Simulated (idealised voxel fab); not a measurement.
process module | voxel transistor to metal
cross-section cut | 300 nm wide | cells 5 nm
A cross-section is a grid of square cells, given in bands from the top down. A band is one or more rows of cells.
Each band's line starts with the height of the band's top and of its bottom, in nm. Then come its materials from left to right, each with its width in nm. One material with "throughout" fills the band from edge to edge. "air" is empty space.
Height 0 is the level under which the wafer as received is all one material. The lowest band goes on downwards, as in "0 down".
A width such as "30 to 40" changes by the same amount from each row of cells to the next, from the band's top row to its bottom row.
"no change" after a step means that no cell of the cross-section changed.
closed voids: empty space of 8 cells or more with no open way to the top, each as width x height at its distance from the left edge, in nm
after a step's settings: what the simulator itself notes on the step
overlay nm, on a step with a mask: how far to the right of its planned place the mask lay; to the left if negative
Each pair below shows a cross-section before one step and the cross-section after it, down to the lowest band that changed. The line under each pair gives the step between them, with its settings. The pairs can come from different runs of this module on the same starting wafer, so a pair continues from the pair above only where its "before" says so.
before
  55 to 50: air 25 | Ru 30 | air 50 | Ru 30 | air 30 | Ru 30 | air 50 | Ru 30 | air 25
  50 to 35: SiO2 30 | TiN 5 | Ru 10 | TiN 5 | SiO2 60 | TiN 5 | Ru 10 | TiN 5 | SiO2 40 | TiN 5 | Ru 10 | TiN 5 | SiO2 60 | TiN 5 | Ru 10 | TiN 5 | SiO2 30
  35 to 30: SiN 30 | TiN 20 | SiN 60 | TiN 20 | SiN 40 | TiN 20 | SiN 60 | TiN 20 | SiN 30
  30 to 20: SiO2 30 | TiN 5 | W 10 | TiN 5 | SiO2 60 | TiN 5 | W 10 | TiN 5 | SiO2 40 | TiN 5 | W 10 | TiN 5 | SiO2 60 | TiN 5 | W 10 | TiN 5 | SiO2 30
  20 to 5: SiO2 30 | TiN 5 | W 10 | TiN 5 | SiO2 10 | SiN 5 | HfO2 5 | TiN 5 | W 10 | TiN 5 | HfO2 5 | SiN 5 | SiO2 10 | TiN 5 | W 10 | TiN 5 | SiO2 40 | TiN 5 | W 10 | TiN 5 | SiO2 10 | SiN 5 | HfO2 5 | TiN 5 | W 10 | TiN 5 | HfO2 5 | SiN 5 | SiO2 10 | TiN 5 | W 10 | TiN 5 | SiO2 30
  5 to 0: SiO2 30 | TiN 20 | nSi 10 | SiN 5 | HfO2 5 | TiN 20 | HfO2 5 | SiN 5 | nSi 10 | TiN 20 | SiO2 40 | TiN 20 | nSi 10 | SiN 5 | HfO2 5 | TiN 20 | HfO2 5 | SiN 5 | nSi 10 | TiN 20 | SiO2 30
  0 to -5: SiO2 20 | nSi 40 | HfO2 40 | nSi 40 | SiO2 20 | nSi 40 | HfO2 40 | nSi 40 | SiO2 20
  -5 to -10: SiO2 25 | nSi 35 | Si 40 | nSi 35 | SiO2 30 | nSi 35 | Si 40 | nSi 35 | SiO2 25
  -10 to -45: SiO2 25 | Si 110 | SiO2 30 | Si 110 | SiO2 25
  -45 down: Si throughout
  closed voids: none
after
  60 to 55: SiCN throughout
  55 to 50: SiCN 25 | Ru 30 | SiCN 50 | Ru 30 | SiCN 30 | Ru 30 | SiCN 50 | Ru 30 | SiCN 25
  below 50: unchanged
  closed voids: none
the step between: op FILL_DEP | material SiCN | thk nm 5
before: the cross-section after the pair above
after
  90 to 60: SiO2 throughout
  below 60: unchanged
  closed voids: none
the step between: op DIRECTIONAL_DEP | material SiO2 | thk nm 30
before: the cross-section after the pair above
after
  100 to 90: aC throughout
  below 90: unchanged
  closed voids: none
the step between: op DIRECTIONAL_DEP | material aC | thk nm 10
before: the cross-section after the pair above
after
  130 to 100: resist 30 | air 20 | resist 120 | air 20 | resist 110
  below 100: unchanged
  closed voids: none
the step between: op PATTERN | tone open | mask id METAL_2 | material resist | width nm 20 | pitch nm 140 | thk nm 30 | overlay nm 0
before: the cross-section after the pair above
after
  120 to 100: resist 30 | air 20 | resist 120 | air 20 | resist 110
  100 to 90: aC 30 | air 20 | aC 120 | air 20 | aC 110
  below 90: unchanged
  closed voids: none
the step between: op DIRECTIONAL_ETCH | etch materials aC | depth nm 10
before: the cross-section after the pair above
after
  100 to 90: aC 30 | air 20 | aC 120 | air 20 | aC 110
  below 90: unchanged
  closed voids: none
the step between: op STRIP | etch materials resist
before: the cross-section after the pair above
after
  100 to 90: aC 30 | air 20 | aC 120 | air 20 | aC 110
  90 to 75: SiO2 30 | air 20 | SiO2 120 | air 20 | SiO2 110
  below 75: unchanged
  closed voids: none
the step between: op DIRECTIONAL_ETCH | etch materials SiO2 | depth nm 15
before: the cross-section after the pair above
after
  90 to 75: SiO2 30 | air 20 | SiO2 120 | air 20 | SiO2 110
  below 75: unchanged
  closed voids: none
the step between: op STRIP | etch materials aC
before: the cross-section after the pair above
after
  90 to 75: SiO2 30 | air 20 | SiO2 120 | air 20 | SiO2 110
  75 to 60: SiO2 30 | air 15 | SiO2 125 | air 15 | SiO2 115
  below 60: unchanged
  closed voids: none
the step between: op MASKED_ETCH | tone open | mask id METAL_2_HOLES | width nm 15 | pitch nm 140 | etch materials SiO2 | depth nm 15 | overlay nm 0
before: the cross-section after the pair above
after
  90 to 75: SiO2 30 | air 20 | SiO2 120 | air 20 | SiO2 110
  75 to 60: SiO2 30 | air 15 | SiO2 125 | air 15 | SiO2 115
  60 to 55: SiCN 30 | air 15 | SiCN 125 | air 15 | SiCN 115
  below 55: unchanged
  closed voids: none
the step between: op MASKED_ETCH | tone open | mask id METAL_2_HOLES | width nm 15 | pitch nm 140 | etch materials SiCN | depth nm 5 | overlay nm 0
before: the cross-section after the pair above
after
  95 to 90: TiN 35 | air 10 | TiN 130 | air 10 | TiN 115
  90 to 80: SiO2 30 | TiN 5 | air 10 | TiN 5 | SiO2 120 | TiN 5 | air 10 | TiN 5 | SiO2 110
  80 to 75: SiO2 30 | TiN 5 | air 5 | TiN 10 | SiO2 120 | TiN 5 | air 5 | TiN 10 | SiO2 110
  75 to 60: SiO2 30 | TiN 5 | air 5 | TiN 5 | SiO2 125 | TiN 5 | air 5 | TiN 5 | SiO2 115
  60 to 55: SiCN 30 | TiN 15 | SiCN 125 | TiN 15 | SiCN 115
  below 55: unchanged
  closed voids: none
the step between: op CONFORMAL_DEP | material TiN | thk nm 5
before: the cross-section after the pair above
after
  100 to 95: Cu throughout
  95 to 90: TiN 35 | Cu 10 | TiN 130 | Cu 10 | TiN 115
  90 to 80: SiO2 30 | TiN 5 | Cu 10 | TiN 5 | SiO2 120 | TiN 5 | Cu 10 | TiN 5 | SiO2 110
  80 to 75: SiO2 30 | TiN 5 | Cu 5 | TiN 10 | SiO2 120 | TiN 5 | Cu 5 | TiN 10 | SiO2 110
  75 to 60: SiO2 30 | TiN 5 | Cu 5 | TiN 5 | SiO2 125 | TiN 5 | Cu 5 | TiN 5 | SiO2 115
  below 60: unchanged
  closed voids: none
the step between: op FILL_DEP | material Cu | thk nm 5
before: the cross-section after the pair above
after
  90 to 80: SiO2 30 | TiN 5 | Cu 10 | TiN 5 | SiO2 120 | TiN 5 | Cu 10 | TiN 5 | SiO2 110
  below 80: unchanged
  closed voids: none
the step between: op CMP | height nm 90
before: the cross-section after the pair above
after
  95 to 90: SiN throughout
  below 90: unchanged
  closed voids: none
the step between: op CONFORMAL_DEP | material SiN | thk nm 5
before
  15 to 5: air 20 | SiN 120 | air 20 | SiN 120 | air 20
  5 to 0: SiO2 throughout
  0 to -25: SiO2 25 | Si 110 | SiO2 30 | Si 110 | SiO2 25
  -25 down: Si throughout
  closed voids: none
after
  15 to 5: air 20 | SiN 120 | air 20 | SiN 120 | air 20
  5 to 0: air 25 | SiO2 110 | air 30 | SiO2 110 | air 25
  below 0: unchanged
  closed voids: none
the step between: op SELECTIVE_ETCH | etch materials SiO2 | depth nm 5
before: the cross-section after the pair above
after
  5 to 0: air 25 | SiO2 110 | air 30 | SiO2 110 | air 25
  below 0: unchanged
  closed voids: none
the step between: op STRIP | etch materials SiN
before: the cross-section after the pair above
after
  30 to 25: air 25 | polySi 110 | air 30 | polySi 110 | air 25
  25 to 5: polySi throughout
  5 to 0: polySi 25 | SiO2 110 | polySi 30 | SiO2 110 | polySi 25
  below 0: unchanged
  closed voids: none
the step between: op DIRECTIONAL_DEP | material polySi | thk nm 25
before: the cross-section after the pair above
after
  45 to 40: air 25 | SiCN 110 | air 30 | SiCN 110 | air 25
  40 to 30: SiCN throughout
  30 to 25: SiCN 25 | polySi 110 | SiCN 30 | polySi 110 | SiCN 25
  below 25: unchanged
  closed voids: none
the step between: op DIRECTIONAL_DEP | material SiCN | thk nm 15
before: the cross-section after the pair above
after
  60 to 45: air 65 | resist 30 | air 110 | resist 30 | air 65
  below 45: unchanged
  closed voids: none
the step between: op PATTERN | tone cover | mask id GATE | material resist | width nm 30 | pitch nm 140 | thk nm 15 | overlay nm 0
before: the cross-section after the pair above
after
  60 to 45: air 65 | resist 30 | air 110 | resist 30 | air 65
  45 to 30: air 65 | SiCN 30 | air 110 | SiCN 30 | air 65
  30 to 25: air 25 | polySi 110 | air 30 | polySi 110 | air 25
  below 25: unchanged
  closed voids: none
the step between: op DIRECTIONAL_ETCH | etch materials SiCN | depth nm 25
before: the cross-section after the pair above
after
  60 to 45: air 65 | resist 30 | air 110 | resist 30 | air 65
  45 to 30: air 65 | SiCN 30 | air 110 | SiCN 30 | air 65
  30 to 5: air 65 | polySi 30 | air 110 | polySi 30 | air 65
  5 to 0: air 25 | SiO2 110 | air 30 | SiO2 110 | air 25
  below 0: unchanged
  closed voids: none
the step between: op DIRECTIONAL_ETCH | etch materials polySi | depth nm 35
before: the cross-section after the pair above
after
  45 to 30: air 65 | SiCN 30 | air 110 | SiCN 30 | air 65
  below 30: unchanged
  closed voids: none
the step between: op STRIP | etch materials resist
before: the cross-section after the pair above
after
  50 to 45: air 60 | SiN 40 | air 100 | SiN 40 | air 60
  45 to 30: air 60 | SiN 5 | SiCN 30 | SiN 5 | air 100 | SiN 5 | SiCN 30 | SiN 5 | air 60
  30 to 10: air 60 | SiN 5 | polySi 30 | SiN 5 | air 100 | SiN 5 | polySi 30 | SiN 5 | air 60
  10 to 5: air 20 | SiN 45 | polySi 30 | SiN 45 | air 20 | SiN 45 | polySi 30 | SiN 45 | air 20
  5 to 0: SiN 25 | SiO2 110 | SiN 30 | SiO2 110 | SiN 25
  below 0: unchanged
  closed voids: none
the step between: op CONFORMAL_DEP | material SiN | thk nm 5
before: the cross-section after the pair above
after
  45 to 30: air 60 | SiN 5 | SiCN 30 | SiN 5 | air 100 | SiN 5 | SiCN 30 | SiN 5 | air 60
  30 to 5: air 60 | SiN 5 | polySi 30 | SiN 5 | air 100 | SiN 5 | polySi 30 | SiN 5 | air 60
  5 to 0: air 20 | SiN 5 | SiO2 110 | SiN 5 | air 20 | SiN 5 | SiO2 110 | SiN 5 | air 20
  below 0: unchanged
  closed voids: none
the step between: op DIRECTIONAL_ETCH | etch materials SiN | depth nm 5
before: the cross-section after the pair above
after
  45 to 30: air 60 | SiN 5 | SiCN 30 | SiN 5 | air 100 | SiN 5 | SiCN 30 | SiN 5 | air 60
  30 to 5: air 60 | SiN 5 | polySi 30 | SiN 5 | air 100 | SiN 5 | polySi 30 | SiN 5 | air 60
  5 to 0: air 20 | SiN 5 | air 35 | SiO2 40 | air 35 | SiN 5 | air 20 | SiN 5 | air 35 | SiO2 40 | air 35 | SiN 5 | air 20
  0 to -5: air 20 | SiO2 5 | Si 110 | SiO2 5 | air 20 | SiO2 5 | Si 110 | SiO2 5 | air 20
  below -5: unchanged
  closed voids: none
the step between: op DIRECTIONAL_ETCH | etch materials SiO2 | depth nm 5
before: the cross-section after the pair above
after
  45 to 30: air 60 | SiN 5 | SiCN 30 | SiN 5 | air 100 | SiN 5 | SiCN 30 | SiN 5 | air 60
  30 to 5: air 60 | SiN 5 | polySi 30 | SiN 5 | air 100 | SiN 5 | polySi 30 | SiN 5 | air 60
  5 to 0: air 20 | SiN 5 | air 35 | SiO2 40 | air 35 | SiN 5 | air 20 | SiN 5 | air 35 | SiO2 40 | air 35 | SiN 5 | air 20
  0 to -5: air 20 | SiO2 5 | air 35 | Si 40 | air 35 | SiO2 5 | air 20 | SiO2 5 | air 35 | Si 40 | air 35 | SiO2 5 | air 20
  below -5: unchanged
  closed voids: none
the step between: op DIRECTIONAL_ETCH | etch materials Si | depth nm 5
before: the cross-section after the pair above
after
  45 to 30: air 60 | SiN 5 | SiCN 30 | SiN 5 | air 100 | SiN 5 | SiCN 30 | SiN 5 | air 60
  30 to 10: air 60 | SiN 5 | polySi 30 | SiN 5 | air 100 | SiN 5 | polySi 30 | SiN 5 | air 60
  10 to 5: air 50 | nSi 10 | SiN 5 | polySi 30 | SiN 5 | nSi 10 | air 80 | nSi 10 | SiN 5 | polySi 30 | SiN 5 | nSi 10 | air 50
  5 to 0: air 20 | SiN 5 | nSi 35 | SiO2 40 | nSi 35 | SiN 5 | air 20 | SiN 5 | nSi 35 | SiO2 40 | nSi 35 | SiN 5 | air 20
  0 to -5: air 20 | SiO2 5 | nSi 35 | Si 40 | nSi 35 | SiO2 5 | air 20 | SiO2 5 | nSi 35 | Si 40 | nSi 35 | SiO2 5 | air 20
  below -5: unchanged
  closed voids: none
the step between: op EPI | material nSi | thk nm 10
before: the cross-section after the pair above
after
  55 to 45: SiO2 throughout
  45 to 30: SiO2 60 | SiN 5 | SiCN 30 | SiN 5 | SiO2 100 | SiN 5 | SiCN 30 | SiN 5 | SiO2 60
  30 to 10: SiO2 60 | SiN 5 | polySi 30 | SiN 5 | SiO2 100 | SiN 5 | polySi 30 | SiN 5 | SiO2 60
  10 to 5: SiO2 50 | nSi 10 | SiN 5 | polySi 30 | SiN 5 | nSi 10 | SiO2 80 | nSi 10 | SiN 5 | polySi 30 | SiN 5 | nSi 10 | SiO2 50
  5 to 0: SiO2 20 | SiN 5 | nSi 35 | SiO2 40 | nSi 35 | SiN 5 | SiO2 20 | SiN 5 | nSi 35 | SiO2 40 | nSi 35 | SiN 5 | SiO2 20
  0 to -5: SiO2 25 | nSi 35 | Si 40 | nSi 35 | SiO2 30 | nSi 35 | Si 40 | nSi 35 | SiO2 25
  below -5: unchanged
  closed voids: none
the step between: op FILL_DEP | material SiO2 | thk nm 10
before: the cross-section after the pair above
after
  25 to 10: SiO2 60 | SiN 5 | polySi 30 | SiN 5 | SiO2 100 | SiN 5 | polySi 30 | SiN 5 | SiO2 60
  below 10: unchanged
  closed voids: none
the step between: op CMP | height nm 25
before: the cross-section after the pair above
after
  25 to 10: SiO2 60 | SiN 5 | air 30 | SiN 5 | SiO2 100 | SiN 5 | air 30 | SiN 5 | SiO2 60
  10 to 5: SiO2 50 | nSi 10 | SiN 5 | air 30 | SiN 5 | nSi 10 | SiO2 80 | nSi 10 | SiN 5 | air 30 | SiN 5 | nSi 10 | SiO2 50
  below 5: unchanged
  closed voids: none
the step between: op STRIP | etch materials polySi
before: the cross-section after the pair above
after
  25 to 20: air 60 | SiN 5 | air 30 | SiN 5 | air 100 | SiN 5 | air 30 | SiN 5 | air 60
  20 to 10: SiO2 60 | SiN 5 | air 30 | SiN 5 | SiO2 100 | SiN 5 | air 30 | SiN 5 | SiO2 60
  10 to 5: SiO2 50 | nSi 10 | SiN 5 | air 30 | SiN 5 | nSi 10 | SiO2 80 | nSi 10 | SiN 5 | air 30 | SiN 5 | nSi 10 | SiO2 50
  5 to 0: SiO2 20 | SiN 5 | nSi 35 | air 40 | nSi 35 | SiN 5 | SiO2 20 | SiN 5 | nSi 35 | air 40 | nSi 35 | SiN 5 | SiO2 20
  below 0: unchanged
  closed voids: none
the step between: op SELECTIVE_ETCH | etch materials SiO2 | depth nm 5
before: the cross-section after the pair above
after
  30 to 25: air 55 | HfO2 15 | air 20 | HfO2 15 | air 90 | HfO2 15 | air 20 | HfO2 15 | air 55
  25 to 20: HfO2 60 | SiN 5 | HfO2 5 | air 20 | HfO2 5 | SiN 5 | HfO2 100 | SiN 5 | HfO2 5 | air 20 | HfO2 5 | SiN 5 | HfO2 60
  20 to 10: SiO2 60 | SiN 5 | HfO2 5 | air 20 | HfO2 5 | SiN 5 | SiO2 100 | SiN 5 | HfO2 5 | air 20 | HfO2 5 | SiN 5 | SiO2 60
  10 to 5: SiO2 50 | nSi 10 | SiN 5 | HfO2 5 | air 20 | HfO2 5 | SiN 5 | nSi 10 | SiO2 80 | nSi 10 | SiN 5 | HfO2 5 | air 20 | HfO2 5 | SiN 5 | nSi 10 | SiO2 50
  5 to 0: SiO2 20 | SiN 5 | nSi 35 | HfO2 40 | nSi 35 | SiN 5 | SiO2 20 | SiN 5 | nSi 35 | HfO2 40 | nSi 35 | SiN 5 | SiO2 20
  below 0: unchanged
  closed voids: none
the step between: op CONFORMAL_DEP | material HfO2 | thk nm 5
before: the cross-section after the pair above
after
  35 to 30: air 50 | TiN 25 | air 10 | TiN 25 | air 80 | TiN 25 | air 10 | TiN 25 | air 50
  30 to 25: TiN 55 | HfO2 15 | TiN 5 | air 10 | TiN 5 | HfO2 15 | TiN 90 | HfO2 15 | TiN 5 | air 10 | TiN 5 | HfO2 15 | TiN 55
  25 to 20: HfO2 60 | SiN 5 | HfO2 5 | TiN 5 | air 10 | TiN 5 | HfO2 5 | SiN 5 | HfO2 100 | SiN 5 | HfO2 5 | TiN 5 | air 10 | TiN 5 | HfO2 5 | SiN 5 | HfO2 60
  20 to 10: SiO2 60 | SiN 5 | HfO2 5 | TiN 5 | air 10 | TiN 5 | HfO2 5 | SiN 5 | SiO2 100 | SiN 5 | HfO2 5 | TiN 5 | air 10 | TiN 5 | HfO2 5 | SiN 5 | SiO2 60
  10 to 5: SiO2 50 | nSi 10 | SiN 5 | HfO2 5 | TiN 20 | HfO2 5 | SiN 5 | nSi 10 | SiO2 80 | nSi 10 | SiN 5 | HfO2 5 | TiN 20 | HfO2 5 | SiN 5 | nSi 10 | SiO2 50
  below 5: unchanged
  closed voids: none
the step between: op CONFORMAL_DEP | material TiN | thk nm 5
before: the cross-section after the pair above
after
  45 to 35: W throughout
  35 to 30: W 50 | TiN 25 | W 10 | TiN 25 | W 80 | TiN 25 | W 10 | TiN 25 | W 50
  30 to 25: TiN 55 | HfO2 15 | TiN 5 | W 10 | TiN 5 | HfO2 15 | TiN 90 | HfO2 15 | TiN 5 | W 10 | TiN 5 | HfO2 15 | TiN 55
  25 to 20: HfO2 60 | SiN 5 | HfO2 5 | TiN 5 | W 10 | TiN 5 | HfO2 5 | SiN 5 | HfO2 100 | SiN 5 | HfO2 5 | TiN 5 | W 10 | TiN 5 | HfO2 5 | SiN 5 | HfO2 60
  20 to 10: SiO2 60 | SiN 5 | HfO2 5 | TiN 5 | W 10 | TiN 5 | HfO2 5 | SiN 5 | SiO2 100 | SiN 5 | HfO2 5 | TiN 5 | W 10 | TiN 5 | HfO2 5 | SiN 5 | SiO2 60
  below 10: unchanged
  closed voids: none
the step between: op FILL_DEP | material W | thk nm 10
before: the cross-section after the pair above
after
  20 to 10: SiO2 60 | SiN 5 | HfO2 5 | TiN 5 | W 10 | TiN 5 | HfO2 5 | SiN 5 | SiO2 100 | SiN 5 | HfO2 5 | TiN 5 | W 10 | TiN 5 | HfO2 5 | SiN 5 | SiO2 60
  below 10: unchanged
  closed voids: none
the step between: op CMP | height nm 20
before: the cross-section after the pair above
after
  30 to 20: SiO2 throughout
  below 20: unchanged
  closed voids: none
the step between: op DIRECTIONAL_DEP | material SiO2 | thk nm 10
before: the cross-section after the pair above
after
  40 to 30: aC throughout
  below 30: unchanged
  closed voids: none
the step between: op DIRECTIONAL_DEP | material aC | thk nm 10
before: the cross-section after the pair above
after
  70 to 40: resist 30 | air 20 | resist 60 | air 20 | resist 40 | air 20 | resist 60 | air 20 | resist 30
  below 40: unchanged
  closed voids: none
the step between: op PATTERN | tone open | mask id CONTACT | material resist | width nm 20 | thk nm 30 | overlay nm 0
before: the cross-section after the pair above
after
  60 to 40: resist 30 | air 20 | resist 60 | air 20 | resist 40 | air 20 | resist 60 | air 20 | resist 30
  40 to 30: aC 30 | air 20 | aC 60 | air 20 | aC 40 | air 20 | aC 60 | air 20 | aC 30
  below 30: unchanged
  closed voids: none
the step between: op DIRECTIONAL_ETCH | etch materials aC | depth nm 10
before: the cross-section after the pair above
after
  40 to 30: aC 30 | air 20 | aC 60 | air 20 | aC 40 | air 20 | aC 60 | air 20 | aC 30
  below 30: unchanged
  closed voids: none
the step between: op STRIP | etch materials resist
before: the cross-section after the pair above
after
  40 to 30: aC 30 | air 20 | aC 60 | air 20 | aC 40 | air 20 | aC 60 | air 20 | aC 30
  30 to 20: SiO2 30 | air 20 | SiO2 60 | air 20 | SiO2 40 | air 20 | SiO2 60 | air 20 | SiO2 30
  20 to 10: SiO2 30 | air 20 | SiO2 10 | SiN 5 | HfO2 5 | TiN 5 | W 10 | TiN 5 | HfO2 5 | SiN 5 | SiO2 10 | air 20 | SiO2 40 | air 20 | SiO2 10 | SiN 5 | HfO2 5 | TiN 5 | W 10 | TiN 5 | HfO2 5 | SiN 5 | SiO2 10 | air 20 | SiO2 30
  10 to 5: SiO2 30 | air 20 | nSi 10 | SiN 5 | HfO2 5 | TiN 20 | HfO2 5 | SiN 5 | nSi 10 | air 20 | SiO2 40 | air 20 | nSi 10 | SiN 5 | HfO2 5 | TiN 20 | HfO2 5 | SiN 5 | nSi 10 | air 20 | SiO2 30
  below 5: unchanged
  closed voids: none
the step between: op DIRECTIONAL_ETCH | etch materials SiO2 | depth nm 30
before: the cross-section after the pair above
after
  30 to 20: SiO2 30 | air 20 | SiO2 60 | air 20 | SiO2 40 | air 20 | SiO2 60 | air 20 | SiO2 30
  below 20: unchanged
  closed voids: none
the step between: op STRIP | etch materials aC
before: the cross-section after the pair above
after
  35 to 30: TiN 35 | air 10 | TiN 70 | air 10 | TiN 50 | air 10 | TiN 70 | air 10 | TiN 35
  30 to 20: SiO2 30 | TiN 5 | air 10 | TiN 5 | SiO2 60 | TiN 5 | air 10 | TiN 5 | SiO2 40 | TiN 5 | air 10 | TiN 5 | SiO2 60 | TiN 5 | air 10 | TiN 5 | SiO2 30
  20 to 10: SiO2 30 | TiN 5 | air 10 | TiN 5 | SiO2 10 | SiN 5 | HfO2 5 | TiN 5 | W 10 | TiN 5 | HfO2 5 | SiN 5 | SiO2 10 | TiN 5 | air 10 | TiN 5 | SiO2 40 | TiN 5 | air 10 | TiN 5 | SiO2 10 | SiN 5 | HfO2 5 | TiN 5 | W 10 | TiN 5 | HfO2 5 | SiN 5 | SiO2 10 | TiN 5 | air 10 | TiN 5 | SiO2 30
  10 to 5: SiO2 30 | TiN 20 | nSi 10 | SiN 5 | HfO2 5 | TiN 20 | HfO2 5 | SiN 5 | nSi 10 | TiN 20 | SiO2 40 | TiN 20 | nSi 10 | SiN 5 | HfO2 5 | TiN 20 | HfO2 5 | SiN 5 | nSi 10 | TiN 20 | SiO2 30
  below 5: unchanged
  closed voids: none
the step between: op CONFORMAL_DEP | material TiN | thk nm 5
before: the cross-section after the pair above
after
  45 to 35: W throughout
  35 to 30: TiN 35 | W 10 | TiN 70 | W 10 | TiN 50 | W 10 | TiN 70 | W 10 | TiN 35
  30 to 20: SiO2 30 | TiN 5 | W 10 | TiN 5 | SiO2 60 | TiN 5 | W 10 | TiN 5 | SiO2 40 | TiN 5 | W 10 | TiN 5 | SiO2 60 | TiN 5 | W 10 | TiN 5 | SiO2 30
  20 to 10: SiO2 30 | TiN 5 | W 10 | TiN 5 | SiO2 10 | SiN 5 | HfO2 5 | TiN 5 | W 10 | TiN 5 | HfO2 5 | SiN 5 | SiO2 10 | TiN 5 | W 10 | TiN 5 | SiO2 40 | TiN 5 | W 10 | TiN 5 | SiO2 10 | SiN 5 | HfO2 5 | TiN 5 | W 10 | TiN 5 | HfO2 5 | SiN 5 | SiO2 10 | TiN 5 | W 10 | TiN 5 | SiO2 30
  below 10: unchanged
  closed voids: none
the step between: op FILL_DEP | material W | thk nm 10
before: the cross-section after the pair above
after
  30 to 20: SiO2 30 | TiN 5 | W 10 | TiN 5 | SiO2 60 | TiN 5 | W 10 | TiN 5 | SiO2 40 | TiN 5 | W 10 | TiN 5 | SiO2 60 | TiN 5 | W 10 | TiN 5 | SiO2 30
  below 20: unchanged
  closed voids: none
the step between: op CMP | height nm 30
before: the cross-section after the pair above
after
  35 to 30: SiN throughout
  below 30: unchanged
  closed voids: none
the step between: op CONFORMAL_DEP | material SiN | thk nm 5
before: the cross-section after the pair above
after
  50 to 35: SiO2 throughout
  below 35: unchanged
  closed voids: none
the step between: op DIRECTIONAL_DEP | material SiO2 | thk nm 15
before: the cross-section after the pair above
after
  65 to 50: resist 30 | air 20 | resist 60 | air 20 | resist 40 | air 20 | resist 60 | air 20 | resist 30
  below 50: unchanged
  closed voids: none
the step between: op PATTERN | tone open | mask id METAL_1 | material resist | width nm 20 | thk nm 15 | overlay nm 0
before: the cross-section after the pair above
after
  65 to 50: resist 30 | air 20 | resist 60 | air 20 | resist 40 | air 20 | resist 60 | air 20 | resist 30
  50 to 35: SiO2 30 | air 20 | SiO2 60 | air 20 | SiO2 40 | air 20 | SiO2 60 | air 20 | SiO2 30
  below 35: unchanged
  closed voids: none
the step between: op DIRECTIONAL_ETCH | etch materials SiO2 | depth nm 15
before: the cross-section after the pair above
after
  65 to 50: resist 30 | air 20 | resist 60 | air 20 | resist 40 | air 20 | resist 60 | air 20 | resist 30
  50 to 35: SiO2 30 | air 20 | SiO2 60 | air 20 | SiO2 40 | air 20 | SiO2 60 | air 20 | SiO2 30
  35 to 30: SiN 30 | air 20 | SiN 60 | air 20 | SiN 40 | air 20 | SiN 60 | air 20 | SiN 30
  below 30: unchanged
  closed voids: none
the step between: op DIRECTIONAL_ETCH | etch materials SiN | depth nm 5
before: the cross-section after the pair above
after
  50 to 35: SiO2 30 | air 20 | SiO2 60 | air 20 | SiO2 40 | air 20 | SiO2 60 | air 20 | SiO2 30
  below 35: unchanged
  closed voids: none
the step between: op STRIP | etch materials resist
before: the cross-section after the pair above
after
  55 to 50: TiN 35 | air 10 | TiN 70 | air 10 | TiN 50 | air 10 | TiN 70 | air 10 | TiN 35
  50 to 35: SiO2 30 | TiN 5 | air 10 | TiN 5 | SiO2 60 | TiN 5 | air 10 | TiN 5 | SiO2 40 | TiN 5 | air 10 | TiN 5 | SiO2 60 | TiN 5 | air 10 | TiN 5 | SiO2 30
  35 to 30: SiN 30 | TiN 20 | SiN 60 | TiN 20 | SiN 40 | TiN 20 | SiN 60 | TiN 20 | SiN 30
  below 30: unchanged
  closed voids: none
the step between: op CONFORMAL_DEP | material TiN | thk nm 5
before: the cross-section after the pair above
after
  60 to 55: Ru throughout
  55 to 50: TiN 35 | Ru 10 | TiN 70 | Ru 10 | TiN 50 | Ru 10 | TiN 70 | Ru 10 | TiN 35
  50 to 35: SiO2 30 | TiN 5 | Ru 10 | TiN 5 | SiO2 60 | TiN 5 | Ru 10 | TiN 5 | SiO2 40 | TiN 5 | Ru 10 | TiN 5 | SiO2 60 | TiN 5 | Ru 10 | TiN 5 | SiO2 30
  below 35: unchanged
  closed voids: none
the step between: op FILL_DEP | material Ru | thk nm 5
before: the cross-section after the pair above
after
  50 to 35: SiO2 30 | TiN 5 | Ru 10 | TiN 5 | SiO2 60 | TiN 5 | Ru 10 | TiN 5 | SiO2 40 | TiN 5 | Ru 10 | TiN 5 | SiO2 60 | TiN 5 | Ru 10 | TiN 5 | SiO2 30
  below 35: unchanged
  closed voids: none
the step between: op CMP | height nm 50
before: the cross-section after the pair above
after
  55 to 50: air 25 | Ru 30 | air 50 | Ru 30 | air 30 | Ru 30 | air 50 | Ru 30 | air 25
  below 50: unchanged
  closed voids: none
the step between: op EPI | material Ru | thk nm 5
before: the cross-section after the pair above
after
  60 to 55: SiCN throughout
  55 to 50: SiCN 25 | Ru 30 | SiCN 50 | Ru 30 | SiCN 30 | Ru 30 | SiCN 50 | Ru 30 | SiCN 25
  below 50: unchanged
  closed voids: none
the step between: op FILL_DEP | material SiCN | thk nm 5
before: the cross-section after the pair above
after
  90 to 60: SiO2 throughout
  below 60: unchanged
  closed voids: none
the step between: op DIRECTIONAL_DEP | material SiO2 | thk nm 30
before: the cross-section after the pair above
after
  100 to 90: aC throughout
  below 90: unchanged
  closed voids: none
the step between: op DIRECTIONAL_DEP | material aC | thk nm 10
before: the cross-section after the pair above
after
  130 to 100: resist 30 | air 20 | resist 120 | air 20 | resist 110
  below 100: unchanged
  closed voids: none
the step between: op PATTERN | tone open | mask id METAL_2 | material resist | width nm 20 | pitch nm 140 | thk nm 30 | overlay nm 0
before: the cross-section after the pair above
after
  120 to 100: resist 30 | air 20 | resist 120 | air 20 | resist 110
  100 to 90: aC 30 | air 20 | aC 120 | air 20 | aC 110
  below 90: unchanged
  closed voids: none
the step between: op DIRECTIONAL_ETCH | etch materials aC | depth nm 10
before: the cross-section after the pair above
after
  100 to 90: aC 30 | air 20 | aC 120 | air 20 | aC 110
  below 90: unchanged
  closed voids: none
the step between: op STRIP | etch materials resist
before: the cross-section after the pair above
after
  100 to 90: aC 30 | air 20 | aC 120 | air 20 | aC 110
  90 to 75: SiO2 30 | air 20 | SiO2 120 | air 20 | SiO2 110
  below 75: unchanged
  closed voids: none
the step between: op DIRECTIONAL_ETCH | etch materials SiO2 | depth nm 15
before: the cross-section after the pair above
after
  90 to 75: SiO2 30 | air 20 | SiO2 120 | air 20 | SiO2 110
  below 75: unchanged
  closed voids: none
the step between: op STRIP | etch materials aC
before: the cross-section after the pair above
after
  90 to 75: SiO2 30 | air 20 | SiO2 120 | air 20 | SiO2 110
  75 to 60: SiO2 30 | air 15 | SiO2 125 | air 15 | SiO2 115
  below 60: unchanged
  closed voids: none
the step between: op MASKED_ETCH | tone open | mask id METAL_2_HOLES | width nm 15 | pitch nm 140 | etch materials SiO2 | depth nm 15 | overlay nm 0
before: the cross-section after the pair above
after
  90 to 75: SiO2 30 | air 20 | SiO2 120 | air 20 | SiO2 110
  75 to 60: SiO2 30 | air 15 | SiO2 125 | air 15 | SiO2 115
  60 to 55: SiCN 30 | air 15 | SiCN 125 | air 15 | SiCN 115
  below 55: unchanged
  closed voids: none
the step between: op MASKED_ETCH | tone open | mask id METAL_2_HOLES | width nm 15 | pitch nm 140 | etch materials SiCN | depth nm 5 | overlay nm 0
